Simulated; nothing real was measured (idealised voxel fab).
process module | voxel double patterning
cross-section cut | 280 nm wide | cells 5 nm
A cross-section is a grid of square cells, given in bands from the top down. A band is one or more rows of cells.
Each band's line starts with the height of the band's top and of its bottom, in nm. Then come its materials from left to right, each with its width in nm. One material with "throughout" fills the band from edge to edge. "air" is empty space.
Height 0 is the level under which the wafer as received is all one material. The lowest band goes on downwards, as in "0 down".
A width such as "30 to 40" changes by the same amount from each row of cells to the next, from the band's top row to its bottom row.
"no change" after a step means that no cell of the cross-section changed.
closed voids: empty space of 8 cells or more with no open way to the top, each as width x height at its distance from the left edge, in nm
after a step's settings: what the simulator itself notes on the step
overlay nm, on a step with a mask: how far to the right of its planned place the mask lay; to the left if negative
plan
1 op RECEIVE | material Si
2 op CONFORMAL_DEP | material SiN | thk nm 10
3 op DIRECTIONAL_DEP | material SiO2 | thk nm 20
4 op DIRECTIONAL_DEP | material SiCN | thk nm 10
5 op MASKED_ETCH | tone open | mask id FIRST | width nm 15 | pitch nm 50 | etch materials SiCN | depth nm 10 | overlay nm 0
6 op MASKED_ETCH | tone open | mask id SECOND | width nm 15 | pitch nm 50 | etch materials SiCN | depth nm 10 | overlay nm 0
7 op DIRECTIONAL_ETCH | etch materials SiO2 | depth nm 20
8 op STRIP | etch materials SiCN
as received, after step 1
  0 down: Si throughout
  closed voids: none
a wafer at the end: this start, this plan, one mistake
  30 to 10: SiO2 85 | air 15 | SiO2 5 | air 15 | SiO2 15 | air 15 | SiO2 5 | air 15 | SiO2 15 | air 15 | SiO2 80
  10 to 0: SiN throughout
  0 down: Si throughout
  closed voids: none
what went wrong: step 5 ran as: op MASKED_ETCH | tone open | mask id FIRST | width nm 15 | pitch nm 50 | etch materials SiCN | depth nm 10 | overlay nm 5
